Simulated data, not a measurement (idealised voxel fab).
Proc. module: voxel fin reveal
The width of the displayed cross-section, cut, is 275 nm; its cells are square, with a size of 5 nm.
When this document writes out a cross-section, it uses a grid of square cells and lists it as bands, beginning at the top and moving down, with a band standing for one or more rows of cells. Quick guide to a band line: top height, bottom height (nm) up front; then every material left to right with its width in nm. Only one material and it's marked "full width"? Then it fills the band edge to edge. And "empty" just means empty space. It should be noted that heights are counted from 0, beneath which the wafer as supplied is of one material throughout, and that the lowest band possesses no lower boundary but continues downward, as written in "z 0 and below". A two-number width, for instance "30..40", indicates that the width is equal to the first number in the top row of the band and to the second number in the bottom row, and that it changes by a constant amount per row of cells. Where the words "no modification" appear for a step, the cross-section shows no cell changed by that step; every cell remained as before. "Voids, fully enclosed" - sealed voids, min. 8 cells, no opening to top; format: width x height at distance (distance from left edge; nm throughout). Text after the settings on a step's line: the simulator's own remark on that step. For masked steps, "overlay nm" on the step line gives how far right of plan the mask actually lay; a minus sign means it lay to the left.
Steps planned for the process
1: RECEIVE [material Si]
2: CONFORMAL_DEP [material SiN] [thk nm 5]
3: PATTERN [tone cover] [mask id FINS] [material resist] [width nm 15] [pitch nm 35] [thk nm 20] [overlay nm 0]
4: DIRECTIONAL_ETCH [etch materials SiN] [depth nm 5]
5: DIRECTIONAL_ETCH [etch materials Si] [depth nm 40]
6: STRIP [etch materials resist]
7: OXIDIZE [depth nm 5]
8: FILL_DEP [material SiO2] [thk nm 15]
9: CMP [height nm 5]
10: SELECTIVE_ETCH [etch materials SiO2] [depth nm 35]
11: STRIP [etch materials SiN]
First of two wafers, processed according to plan
Cross-sectional view of the wafer in its as-received condition, corresponding to the state after step 1
- z 0 and below  Si full width
- Voids, fully enclosed: none
Cross-section: wafer state after step 2
- z 5 to 0  SiN full width
- Unchanged below 0.
Cross-section: wafer state after step 3
- z 25 to 5  empty 110  resist 15  empty 20  resist 15  empty 115
- Unchanged below 5.
Cross-section: wafer state after step 4
- z 25 to 5  empty 110  resist 15  empty 20  resist 15  empty 115
- z 5 to 0  empty 110  SiN 15  empty 20  SiN 15  empty 115
- Unchanged below 0.
Cross-section: wafer state after step 5
- z 25 to 5  empty 110  resist 15  empty 20  resist 15  empty 115
- z 5 to 0  empty 110  SiN 15  empty 20  SiN 15  empty 115
- z 0 to -40  empty 110  Si 15  empty 20  Si 15  empty 115
- Unchanged below -40.
Cross-section: wafer state after step 6
- z 5 to 0  empty 110  SiN 15  empty 20  SiN 15  empty 115
- Unchanged below 0.
Cross-section: wafer state after step 7
- z 5 to 0  empty 110  SiN 15  empty 20  SiN 15  empty 115
- z 0 to -40  empty 110  SiO2 5  Si 5  SiO2 5  empty 20  SiO2 5  Si 5  SiO2 5  empty 115
- z -40 to -45  SiO2 115  Si 5  SiO2 30  Si 5  SiO2 120
- Unchanged below -45.
Cross-section: wafer state after step 8
- z 20 to 5  SiO2 full width
- z 5 to 0  SiO2 110  SiN 15  SiO2 20  SiN 15  SiO2 115
- z 0 to -45  SiO2 115  Si 5  SiO2 30  Si 5  SiO2 120
- Unchanged below -45.
Cross-section: wafer state after step 9
- z 5 to 0  SiO2 110  SiN 15  SiO2 20  SiN 15  SiO2 115
- Unchanged below 0.
Cross-section: wafer state after step 10
- z 5 to 0  empty 110  SiN 15  empty 20  SiN 15  empty 115
- z 0 to -30  empty 115  Si 5  empty 30  Si 5  empty 120
- Unchanged below -30.
Cross-section: wafer state after step 11
- z 0 to -30  empty 115  Si 5  empty 30  Si 5  empty 120
- Unchanged below -30.
For the second wafer, take the first wafer's start and plan, then add one mistake made in running it; everything through step 7, that step included, is shared with the first
X-section, second wafer, when step 8 was due to finish
- z 20 to 0  SiN full width
- z 0 to -40  SiN 110  SiO2 5  Si 5  SiO2 5  SiN 20  SiO2 5  Si 5  SiO2 5  SiN 115
- Unchanged below -40.
X-section, second wafer, when step 9 was due to finish
- z 5 to 0  SiN full width
- Unchanged below 0.
X-section, second wafer, when step 10 was due to finish: no modification
X-section, second wafer, when step 11 was due to finish
- z 0 to -40  empty 110  SiO2 5  Si 5  SiO2 5  empty 20  SiO2 5  Si 5  SiO2 5  empty 115
- Unchanged below -40.
Misprocessing identified: contrary to plan, step 8 was performed as FILL_DEP [material SiN] [thk nm 15]
End check, counted in cells, second wafer has more or fewer of these materials than the first: SiO2: 74 fewer
